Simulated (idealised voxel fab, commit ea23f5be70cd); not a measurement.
Documented hereafter: the process module known as voxel transistor to metal.
We display cut, a cross-section 180 nm in width whose square cells are each 5 nm.
Cross-section, as written here: a square-cell grid given band by band from the top down, where a band holds one or more rows of cells. Each band's line starts with the height of the band's top and of its bottom, in nm. Then come its materials from left to right, each with its width in nm. One material with "throughout" fills the band from edge to edge. "blank" is empty space. For the purposes of this specification, 0 denotes the height below which the wafer in its as-received condition is composed wholly of one material, and the lowermost band, lacking a lower limit, extends downward without end, as expressed in "z 0 and below". Top row gets the first number, bottom row gets the second, and each row in between changes by the same step: that is how a band width like "30->40" works. "remains unaltered" for a step: no cell of the cross-section changed in that step. Basically, "Voids lacking openings" tells you about the enclosed voids: empty spaces with no open way to the top, 8 cells or bigger, each written width x height at distance, where distance is from the left edge, all in nm. Read whatever lies past the settings on a step's line as the simulator's own remark about the step. "overlay nm" answers the question of how far to the right of plan the mask lay on a step that has a mask, and when it is negative the answer is to the left.
# Below is the list of planned process steps
1. RECEIVE | material Si
2. OXIDIZE | depth nm 5
3. CONFORMAL_DEP | material SiN | thk nm 15
4. DIRECTIONAL_DEP | material aC | thk nm 15
5. PATTERN | tone cover | mask id ACTIVE | material resist | width nm 95 | thk nm 35 | overlay nm 0
6. DIRECTIONAL_ETCH | etch materials aC | depth nm 15
7. STRIP | etch materials resist
8. DIRECTIONAL_ETCH | etch materials SiN | depth nm 15
9. DIRECTIONAL_ETCH | etch materials SiO2 | depth nm 5
10. DIRECTIONAL_ETCH | etch materials Si | depth nm 20
11. STRIP | etch materials aC
12. OXIDIZE | depth nm 5
13. FILL_DEP | material SiO2 | thk nm 15
14. CMP | height nm 15
15. SELECTIVE_ETCH | etch materials SiO2 | depth nm 5
16. STRIP | etch materials SiN
17. SELECTIVE_ETCH | etch materials SiO2 | depth nm 5
18. OXIDIZE | depth nm 5
19. DIRECTIONAL_DEP | material polySi | thk nm 20
20. DIRECTIONAL_DEP | material SiCN | thk nm 15
21. DIRECTIONAL_DEP | material aC | thk nm 10
22. PATTERN | tone cover | mask id GATE | material resist | width nm 15 | thk nm 30 | overlay nm 0
23. DIRECTIONAL_ETCH | etch materials aC | depth nm 10
24. STRIP | etch materials resist
25. DIRECTIONAL_ETCH | etch materials SiCN | depth nm 25
26. DIRECTIONAL_ETCH | etch materials polySi | depth nm 30
27. STRIP | etch materials aC
28. CONFORMAL_DEP | material SiO2 | thk nm 5
29. DIRECTIONAL_ETCH | etch materials SiO2 | depth nm 5
30. CONFORMAL_DEP | material SiN | thk nm 5
31. DIRECTIONAL_ETCH | etch materials SiN | depth nm 5
32. DIRECTIONAL_ETCH | etch materials SiO2 | depth nm 5
33. DIRECTIONAL_ETCH | etch materials Si | depth nm 10
34. EPI | material SiGe | thk nm 10
35. FILL_DEP | material SiO2 | thk nm 10
36. CMP | height nm 30
37. DIRECTIONAL_DEP | material SiO2 | thk nm 10
38. DIRECTIONAL_DEP | material aC | thk nm 10
39. PATTERN | tone open | mask id CONTACT | material resist | width nm 30 | pitch nm 55 | thk nm 25 | overlay nm 0
40. DIRECTIONAL_ETCH | etch materials aC | depth nm 10
41. STRIP | etch materials resist
42. DIRECTIONAL_ETCH | etch materials SiO2 | depth nm 50
43. STRIP | etch materials aC
44. CONFORMAL_DEP | material TiN | thk nm 5
45. FILL_DEP | material Ru | thk nm 10
46. CMP | height nm 40
47. CONFORMAL_DEP | material SiN | thk nm 5
48. DIRECTIONAL_DEP | material lowk | thk nm 20
49. PATTERN | tone open | mask id METAL_1 | material resist | width nm 15 | pitch nm 70 | thk nm 20 | overlay nm 0
50. DIRECTIONAL_ETCH | etch materials lowk | depth nm 20
51. DIRECTIONAL_ETCH | etch materials SiN | depth nm 5
52. STRIP | etch materials resist
53. CONFORMAL_DEP | material TiN | thk nm 5
54. FILL_DEP | material Ru | thk nm 5
55. CMP | height nm 65
56. EPI | material Ru | thk nm 5
57. FILL_DEP | material SiCN | thk nm 5
58. DIRECTIONAL_DEP | material lowk | thk nm 30
59. DIRECTIONAL_DEP | material aC | thk nm 15
60. PATTERN | tone open | mask id METAL_2 | material resist | width nm 15 | pitch nm 70 | thk nm 35 | overlay nm 0
61. DIRECTIONAL_ETCH | etch materials aC | depth nm 15
62. STRIP | etch materials resist
63. DIRECTIONAL_ETCH | etch materials lowk | depth nm 15
64. STRIP | etch materials aC
65. DIRECTIONAL_DEP | material aC | thk nm 10
66. PATTERN | tone open | mask id METAL_2_HOLES | material resist | width nm 15 | pitch nm 70 | thk nm 30 | overlay nm 0
67. DIRECTIONAL_ETCH | etch materials aC | depth nm 10
68. STRIP | etch materials resist
69. DIRECTIONAL_ETCH | etch materials lowk | depth nm 15
70. DIRECTIONAL_ETCH | etch materials SiCN | depth nm 5
71. STRIP | etch materials aC
72. CONFORMAL_DEP | material TiN | thk nm 5
73. FILL_DEP | material Cu | thk nm 5
74. CMP | height nm 105
75. CONFORMAL_DEP | material SiCN | thk nm 5
# Incoming wafer, cross-sectional view, post step 1
> z 0 and below  Si throughout
> Voids lacking openings: none
# Looking at the first of two wafers in cross-section at end of module - ran to plan
> z 110 to 105  SiCN throughout
> z 105 to 75  lowk: 45; TiN: 5; Cu: 5; TiN: 5; lowk: 55; TiN: 5; Cu: 5; TiN: 5; lowk: 50
> z 75 to 70  SiCN: 45; TiN: 15; SiCN: 55; TiN: 15; SiCN: 50
> z 70 to 65  SiCN: 40; Ru: 25; SiCN: 45; Ru: 25; SiCN: 45
> z 65 to 45  lowk: 45; TiN: 5; Ru: 5; TiN: 5; lowk: 55; TiN: 5; Ru: 5; TiN: 5; lowk: 50
> z 45 to 40  SiN: 45; TiN: 15; SiN: 55; TiN: 15; SiN: 50
> z 40 to 30  SiO2: 45; TiN: 5; Ru: 20->15; TiN: 5->10; SiO2: 25; TiN: 5->10; Ru: 20->15; TiN: 5; SiO2: 50
> z 30 to 15  SiO2: 45; TiN: 5; Ru: 15; TiN: 5; SiN: 5; SiO2: 5; SiCN: 15; SiO2: 5; SiN: 5; TiN: 5; Ru: 15; TiN: 5; SiO2: 50
> z 15 to 5  SiO2: 45; TiN: 5; Ru: 15; TiN: 5; SiN: 5; SiO2: 5; polySi: 15; SiO2: 5; SiN: 5; TiN: 5; Ru: 15; TiN: 5; SiO2: 50
> z 5 to 0  SiO2: 40; SiN: 5; TiN: 5; Ru: 5; TiN: 15; SiN: 5; SiO2: 5; polySi: 15; SiO2: 5; SiN: 5; TiN: 15; Ru: 5; TiN: 5; SiN: 5; SiO2: 45
> z 0 to -5  SiO2: 40; SiN: 5; TiN: 5; Ru: 5; TiN: 5; SiGe: 10; SiN: 5; SiO2: 5; polySi: 15; SiO2: 5; SiN: 5; SiGe: 10; TiN: 5; Ru: 5; TiN: 5; SiN: 5; SiO2: 45
> z -5 to -10  SiO2: 45; TiN: 15; SiGe: 10; SiO2: 35; SiGe: 10; TiN: 15; SiO2: 50
> z -10 to -20  SiO2: 45; SiGe: 25; Si: 35; SiGe: 25; SiO2: 50
> z -20 to -30  SiO2: 45; Si: 85; SiO2: 50
> z -30 and below  Si throughout
> Voids lacking openings: none
# Cross-sectional image of the second wafer of the two following completion of the module. Starting state and process plan were the same as for the first wafer; one execution error occurred
> z 110 to 105  SiCN throughout
> z 105 to 75  lowk: 45; TiN: 5; Cu: 5; TiN: 5; lowk: 55; TiN: 5; Cu: 5; TiN: 5; lowk: 50
> z 75 to 70  SiCN: 45; TiN: 15; SiCN: 55; TiN: 15; SiCN: 50
> z 70 to 65  SiCN: 40; Ru: 25; SiCN: 45; Ru: 25; SiCN: 45
> z 65 to 45  lowk: 45; TiN: 5; Ru: 5; TiN: 5; lowk: 55; TiN: 5; Ru: 5; TiN: 5; lowk: 50
> z 45 to 40  SiN: 45; TiN: 15; SiN: 55; TiN: 15; SiN: 50
> z 40 to 30  SiO2: 45; TiN: 5; Ru: 20; TiN: 5; SiO2: 25; TiN: 5; Ru: 20; TiN: 5; SiO2: 50
> z 30 to 15  SiO2: 45; TiN: 5; Ru: 20; TiN: 5; SiN: 5; SiCN: 15; SiN: 5; TiN: 5; Ru: 20; TiN: 5; SiO2: 50
> z 15 to 5  SiO2: 45; TiN: 5; Ru: 20; TiN: 5; SiN: 5; polySi: 15; SiN: 5; TiN: 5; Ru: 20; TiN: 5; SiO2: 50
> z 5 to 0  SiO2: 45; TiN: 5; Ru: 10; TiN: 15; SiN: 5; polySi: 15; SiN: 5; TiN: 15; Ru: 10; TiN: 5; SiO2: 50
> z 0 to -5  SiO2: 35; SiN: 5; SiO2: 5; TiN: 5; Ru: 10; TiN: 5; SiGe: 10; SiN: 5; polySi: 15; SiN: 5; SiGe: 10; TiN: 5; Ru: 10; TiN: 5; SiO2: 5; SiN: 5; SiO2: 40
> z -5 to -10  SiO2: 35; SiN: 5; SiO2: 5; TiN: 20; SiGe: 10; SiN: 5; SiO2: 15; SiN: 5; SiGe: 10; TiN: 20; SiO2: 5; SiN: 5; SiO2: 40
> z -10 to -20  SiO2: 40->45; SiGe: 35->30; Si: 25; SiGe: 35->30; SiO2: 45->50
> z -20 to -30  SiO2: 45; Si: 85; SiO2: 50
> z -30 and below  Si throughout
> Voids lacking openings: none
Deviation from plan: step 28 of the plan never got run, it was skipped over
Per the end-of-run cell counts, the second wafer holds more or fewer of some materials than the first: Ru: 16 more; Si: 4 fewer; SiGe: 6 more; SiN: 2 more; SiO2: 20 fewer
